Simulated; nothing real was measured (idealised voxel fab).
process module | voxel fin reveal
cross-section cut | 255 nm wide | cells 5 nm
A cross-section is a grid of square cells, given in bands from the top down. A band is one or more rows of cells.
Each band's line starts with the height of the band's top and of its bottom, in nm. Then come its materials from left to right, each with its width in nm. One material with "throughout" fills the band from edge to edge. "air" is empty space.
Height 0 is the level under which the wafer as received is all one material. The lowest band goes on downwards, as in "0 down".
A width such as "30 to 40" changes by the same amount from each row of cells to the next, from the band's top row to its bottom row.
"no change" after a step means that no cell of the cross-section changed.
closed voids: empty space of 8 cells or more with no open way to the top, each as width x height at its distance from the left edge, in nm
after a step's settings: what the simulator itself notes on the step
overlay nm, on a step with a mask: how far to the right of its planned place the mask lay; to the left if negative
plan
1 op RECEIVE | material Si
2 op CONFORMAL_DEP | material SiN | thk nm 10
3 op DIRECTIONAL_DEP | material aC | thk nm 15
4 op PATTERN | tone cover | mask id FINS | material resist | width nm 15 | pitch nm 35 | thk nm 30 | overlay nm 0
5 op DIRECTIONAL_ETCH | etch materials aC | depth nm 15
6 op STRIP | etch materials resist
7 op DIRECTIONAL_ETCH | etch materials SiN | depth nm 10
8 op DIRECTIONAL_ETCH | etch materials Si | depth nm 30
9 op STRIP | etch materials aC
10 op OXIDIZE | depth nm 5
11 op FILL_DEP | material SiO2 | thk nm 5
12 op CMP | height nm 10
13 op SELECTIVE_ETCH | etch materials SiO2 | depth nm 30
14 op STRIP | etch materials SiN
as received, after step 1
  0 down: Si throughout
  closed voids: none
first wafer at the end, as planned
  0 to -20: air 105 | Si 5 | air 30 | Si 5 | air 110
  -20 to -35: SiO2 105 | Si 5 | SiO2 30 | Si 5 | SiO2 110
  -35 down: Si throughout
  closed voids: none
second wafer at the end: like start, like plan, one mistake
  0 to -20: Si 95 | air 25 | Si 10 | air 25 | Si 100
  -20 to -35: Si 95 | SiO2 25 | Si 10 | SiO2 25 | Si 100
  -35 down: Si throughout
  closed voids: none
what went wrong: step 4 ran as: op PATTERN | tone open | mask id FINS | material resist | width nm 15 | pitch nm 35 | thk nm 30 | overlay nm 0
at the end the second wafer has, in cells: 273 more of Si | 117 fewer of SiO2
